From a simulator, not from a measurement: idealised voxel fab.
Name of the process module below: voxel plated lines
We display cut, a cross-section 265 nm in width whose square cells are each 5 nm.
Heads up, the way a cross-section reads in here is a grid of square cells, handed over as bands from the top down, with every band being one or more rows of cells. Band: top height; bottom height; in nm. Then, left to right: material with width in nm, for each material. "full width": a single material spanning edge to edge. "air": empty space. Heads up on the height convention: 0 is the point under which the incoming wafer is all one material, and the lowest band has no bottom, it just keeps going down, like "0 -> down". So if you see something like "30 to 40" for the width, read it as the top row of the band sitting at the first number and the bottom row at the second, with every row in between moving by the same amount as the last. "nothing altered" -> step changed no cross-section cell. In the "Enclosed cavity list" entry, you get each enclosed empty space of 8 cells or more, one with no open way to the top, written width x height at distance, distance from the left edge, in nm. Read whatever lies past the settings on a step's line as the simulator's own remark about the step. overlay nm: mask offset rightward from planned place, masked step; negative means leftward offset.
## Process steps (planned)
1,RECEIVE | material Si
2,CONFORMAL_DEP | material SiO2 | thk nm 10
3,DIRECTIONAL_DEP | material TiN | thk nm 5
4,PATTERN | tone open | mask id LINES | material resist | width nm 30 | pitch nm 50 | thk nm 35 | overlay nm 0
5,EPI | material Ru | thk nm 10
6,EPI | material Ru | thk nm 10
7,EPI | material Ru | thk nm 10
8,STRIP | etch materials resist
9,DIRECTIONAL_ETCH | etch materials TiN | depth nm 5
10,CONFORMAL_DEP | material SiCN | thk nm 5
## first wafer, as planned
## as received, after step 1
* 0 -> down | Si full width
* Enclosed cavity list: none
## Cross-section of the wafer after step 2
* 10 -> 0 | SiO2 full width
* Below 0, the layers are the same as they were.
## Cross-section of the wafer after step 3
* 15 -> 10 | TiN full width
* Below 10, the layers are the same as they were.
## Cross-section of the wafer after step 4
* 50 -> 15 | resist 40 nm, then air 30 nm, then resist 20 nm, then air 30 nm, then resist 20 nm, then air 30 nm, then resist 20 nm, then air 30 nm, then resist 45 nm
* Below 15, the layers are the same as they were.
## Cross-section of the wafer after step 5
* 50 -> 25 | resist 40 nm, then air 30 nm, then resist 20 nm, then air 30 nm, then resist 20 nm, then air 30 nm, then resist 20 nm, then air 30 nm, then resist 45 nm
* 25 -> 15 | resist 40 nm, then Ru 30 nm, then resist 20 nm, then Ru 30 nm, then resist 20 nm, then Ru 30 nm, then resist 20 nm, then Ru 30 nm, then resist 45 nm
* Below 15, the layers are the same as they were.
## Cross-section of the wafer after step 6
* 50 -> 35 | resist 40 nm, then air 30 nm, then resist 20 nm, then air 30 nm, then resist 20 nm, then air 30 nm, then resist 20 nm, then air 30 nm, then resist 45 nm
* 35 -> 15 | resist 40 nm, then Ru 30 nm, then resist 20 nm, then Ru 30 nm, then resist 20 nm, then Ru 30 nm, then resist 20 nm, then Ru 30 nm, then resist 45 nm
* Below 15, the layers are the same as they were.
## Cross-section of the wafer after step 7
* 50 -> 45 | resist 40 nm, then air 30 nm, then resist 20 nm, then air 30 nm, then resist 20 nm, then air 30 nm, then resist 20 nm, then air 30 nm, then resist 45 nm
* 45 -> 15 | resist 40 nm, then Ru 30 nm, then resist 20 nm, then Ru 30 nm, then resist 20 nm, then Ru 30 nm, then resist 20 nm, then Ru 30 nm, then resist 45 nm
* Below 15, the layers are the same as they were.
## Cross-section of the wafer after step 8
* 45 -> 15 | air 40 nm, then Ru 30 nm, then air 20 nm, then Ru 30 nm, then air 20 nm, then Ru 30 nm, then air 20 nm, then Ru 30 nm, then air 45 nm
* Below 15, the layers are the same as they were.
## Cross-section of the wafer after step 9
* 45 -> 15 | air 40 nm, then Ru 30 nm, then air 20 nm, then Ru 30 nm, then air 20 nm, then Ru 30 nm, then air 20 nm, then Ru 30 nm, then air 45 nm
* 15 -> 10 | air 40 nm, then TiN 30 nm, then air 20 nm, then TiN 30 nm, then air 20 nm, then TiN 30 nm, then air 20 nm, then TiN 30 nm, then air 45 nm
* Below 10, the layers are the same as they were.
## Cross-section of the wafer after step 10
* 50 -> 45 | air 35 nm, then SiCN 40 nm, then air 10 nm, then SiCN 40 nm, then air 10 nm, then SiCN 40 nm, then air 10 nm, then SiCN 40 nm, then air 40 nm
* 45 -> 15 | air 35 nm, then SiCN 5 nm, then Ru 30 nm, then SiCN 5 nm, then air 10 nm, then SiCN 5 nm, then Ru 30 nm, then SiCN 5 nm, then air 10 nm, then SiCN 5 nm, then Ru 30 nm, then SiCN 5 nm, then air 10 nm, then SiCN 5 nm, then Ru 30 nm, then SiCN 5 nm, then air 40 nm
* 15 -> 10 | SiCN 40 nm, then TiN 30 nm, then SiCN 20 nm, then TiN 30 nm, then SiCN 20 nm, then TiN 30 nm, then SiCN 20 nm, then TiN 30 nm, then SiCN 45 nm
* Below 10, the layers are the same as they were.
## Second wafer. Start and plan as for the first. One mistake made in running. Agrees with the first up to and including step 4
## Look at the second wafer in cross-section at the time step 7 ought to have finished
* 50 -> 35 | resist 40 nm, then air 30 nm, then resist 20 nm, then air 30 nm, then resist 20 nm, then air 30 nm, then resist 20 nm, then air 30 nm, then resist 45 nm
* 35 -> 15 | resist 40 nm, then Ru 30 nm, then resist 20 nm, then Ru 30 nm, then resist 20 nm, then Ru 30 nm, then resist 20 nm, then Ru 30 nm, then resist 45 nm
* Below 15, the layers are the same as they were.
## Look at the second wafer in cross-section at the time step 8 ought to have finished
* 35 -> 15 | air 40 nm, then Ru 30 nm, then air 20 nm, then Ru 30 nm, then air 20 nm, then Ru 30 nm, then air 20 nm, then Ru 30 nm, then air 45 nm
* Below 15, the layers are the same as they were.
## Look at the second wafer in cross-section at the time step 9 ought to have finished
* 35 -> 15 | air 40 nm, then Ru 30 nm, then air 20 nm, then Ru 30 nm, then air 20 nm, then Ru 30 nm, then air 20 nm, then Ru 30 nm, then air 45 nm
* 15 -> 10 | air 40 nm, then TiN 30 nm, then air 20 nm, then TiN 30 nm, then air 20 nm, then TiN 30 nm, then air 20 nm, then TiN 30 nm, then air 45 nm
* Below 10, the layers are the same as they were.
## Look at the second wafer in cross-section at the time step 10 ought to have finished
* 40 -> 35 | air 35 nm, then SiCN 40 nm, then air 10 nm, then SiCN 40 nm, then air 10 nm, then SiCN 40 nm, then air 10 nm, then SiCN 40 nm, then air 40 nm
* 35 -> 15 | air 35 nm, then SiCN 5 nm, then Ru 30 nm, then SiCN 5 nm, then air 10 nm, then SiCN 5 nm, then Ru 30 nm, then SiCN 5 nm, then air 10 nm, then SiCN 5 nm, then Ru 30 nm, then SiCN 5 nm, then air 10 nm, then SiCN 5 nm, then Ru 30 nm, then SiCN 5 nm, then air 40 nm
* 15 -> 10 | SiCN 40 nm, then TiN 30 nm, then SiCN 20 nm, then TiN 30 nm, then SiCN 20 nm, then TiN 30 nm, then SiCN 20 nm, then TiN 30 nm, then SiCN 45 nm
* Below 10, the layers are the same as they were.
Where did the run depart from the plan? a step was left out from among the identical steps 5, 6 and 7, and there is no telling which
at the end the second wafer has, in cells: Ru: 48 fewer; SiCN: 16 fewer
